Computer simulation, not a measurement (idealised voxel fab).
Name of the process module below: voxel ribs on slabs
Square cells of 5 nm make up the cross-section cut, whose width is 275 nm.
Heads up, the way a cross-section reads in here is a grid of square cells, handed over as bands from the top down, with every band being one or more rows of cells.
The entry gives the band's vertical extent as a top height and a bottom height in nm, then its horizontal make-up as materials from left to right, each with a width in nm. "empty" stands for empty space; a single material marked "throughout" fills the band edge to edge.
The level at which height equals 0 is the one under which the wafer, as it arrives, is entirely one material. No lower edge exists for the bottom band, which continues downward and is notated as in "z 0 and below".
Read "30->40" as a graded width: first number on top, second number at the bottom, same change between each pair of neighbouring rows.
"remains unaltered" -> step changed no cross-section cell.
"Closed void listing": sealed empty spaces, 8 cells or more, no open way to top, listed width x height at distance, with distance from the left edge and width, height and distance in nm.
It should be noted that, on the line of a given step, the content following the step's settings is a remark produced by the simulator itself with respect to that step.
If you see "overlay nm" on a step's line and that step has a mask, it's telling you how far right of where it was planned the mask ended up; a negative number means it went left instead.

### The steps planned for the process are as follows
1. RECEIVE with material Si
2. DIRECTIONAL_DEP with material SiO2, thk nm 20
3. DIRECTIONAL_DEP with material SiN, thk nm 20
4. MASKED_ETCH with tone cover, mask id RIB, width nm 25, etch materials SiN, depth nm 10, overlay nm 0
5. MASKED_ETCH with tone cover, mask id SLAB, width nm 55, etch materials SiN, depth nm 10, overlay nm 0
6. FILL_DEP with material SiO2, thk nm 25
7. CMP with height nm 60
8. DIRECTIONAL_DEP with material TiN, thk nm 5
9. PATTERN with tone cover, mask id HEATER, material resist, width nm 35, thk nm 20, overlay nm 0
10. DIRECTIONAL_ETCH with etch materials TiN, depth nm 5
11. STRIP with etch materials resist
12. CONFORMAL_DEP with material SiN, thk nm 10

### Wafer, first of two, run as planned

### Delivered wafer in cross-section: state after step 1
    z 0 and below  Si throughout
    Closed void listing: none

### So this is the wafer cross-section right after step 2
    z 20 to 0  SiO2 throughout
    Note: structure below 0 unchanged.

### So this is the wafer cross-section right after step 3
    z 40 to 20  SiN throughout
    Note: structure below 20 unchanged.

### So this is the wafer cross-section right after step 4
    z 40 to 30  empty 125 nm  SiN 25 nm  empty 125 nm
    Note: structure below 30 unchanged.

### So this is the wafer cross-section right after step 5
    z 40 to 30  empty 125 nm  SiN 25 nm  empty 125 nm
    z 30 to 20  empty 110 nm  SiN 55 nm  empty 110 nm
    Note: structure below 20 unchanged.

### So this is the wafer cross-section right after step 6
    z 65 to 40  SiO2 throughout
    z 40 to 30  SiO2 125 nm  SiN 25 nm  SiO2 125 nm
    z 30 to 20  SiO2 110 nm  SiN 55 nm  SiO2 110 nm
    Note: structure below 20 unchanged.

### So this is the wafer cross-section right after step 7
    z 60 to 40  SiO2 throughout
    Note: structure below 40 unchanged.

### So this is the wafer cross-section right after step 8
    z 65 to 60  TiN throughout
    Note: structure below 60 unchanged.

### So this is the wafer cross-section right after step 9
    z 85 to 65  empty 120 nm  resist 35 nm  empty 120 nm
    Note: structure below 65 unchanged.

### So this is the wafer cross-section right after step 10
    z 85 to 65  empty 120 nm  resist 35 nm  empty 120 nm
    z 65 to 60  empty 120 nm  TiN 35 nm  empty 120 nm
    Note: structure below 60 unchanged.

### So this is the wafer cross-section right after step 11
    z 65 to 60  empty 120 nm  TiN 35 nm  empty 120 nm
    Note: structure below 60 unchanged.

### So this is the wafer cross-section right after step 12
    z 75 to 70  empty 110 nm  SiN 55 nm  empty 110 nm
    z 70 to 65  SiN throughout
    z 65 to 60  SiN 120 nm  TiN 35 nm  SiN 120 nm
    Note: structure below 60 unchanged.

### The remaining wafer, second of the two, started like the first and was run to the same plan, except that one mistake was made along the way; the two coincide through step 3, inclusive

### Second wafer, cut view, end of step 4 per plan
    z 40 to 25  empty 125 nm  SiN 25 nm  empty 125 nm
    Note: structure below 25 unchanged.

### Second wafer, cut view, end of step 5 per plan
    z 40 to 25  empty 125 nm  SiN 25 nm  empty 125 nm
    z 25 to 20  empty 110 nm  SiN 55 nm  empty 110 nm
    Note: structure below 20 unchanged.

### Second wafer, cut view, end of step 6 per plan
    z 65 to 40  SiO2 throughout
    z 40 to 25  SiO2 125 nm  SiN 25 nm  SiO2 125 nm
    z 25 to 20  SiO2 110 nm  SiN 55 nm  SiO2 110 nm
    Note: structure below 20 unchanged.

### Second wafer, cut view, end of step 7 per plan
    z 60 to 40  SiO2 throughout
    Note: structure below 40 unchanged.

### Second wafer, cut view, end of step 8 per plan
    z 65 to 60  TiN throughout
    Note: structure below 60 unchanged.

### Second wafer, cut view, end of step 9 per plan
    z 85 to 65  empty 120 nm  resist 35 nm  empty 120 nm
    Note: structure below 65 unchanged.

### Second wafer, cut view, end of step 10 per plan
    z 85 to 65  empty 120 nm  resist 35 nm  empty 120 nm
    z 65 to 60  empty 120 nm  TiN 35 nm  empty 120 nm
    Note: structure below 60 unchanged.

### Second wafer, cut view, end of step 11 per plan
    z 65 to 60  empty 120 nm  TiN 35 nm  empty 120 nm
    Note: structure below 60 unchanged.

### Second wafer, cut view, end of step 12 per plan
    z 75 to 70  empty 110 nm  SiN 55 nm  empty 110 nm
    z 70 to 65  SiN throughout
    z 65 to 60  SiN 120 nm  TiN 35 nm  SiN 120 nm
    Note: structure below 60 unchanged.
Short version of what went wrong: step 4: run off-plan, actual operation and settings MASKED_ETCH with tone cover, mask id RIB, width nm 25, etch materials SiN, depth nm 15, overlay nm 0
Heads up, by the end the second wafer has more or fewer cells of some materials compared to the first: SiN -6; SiO2 +6
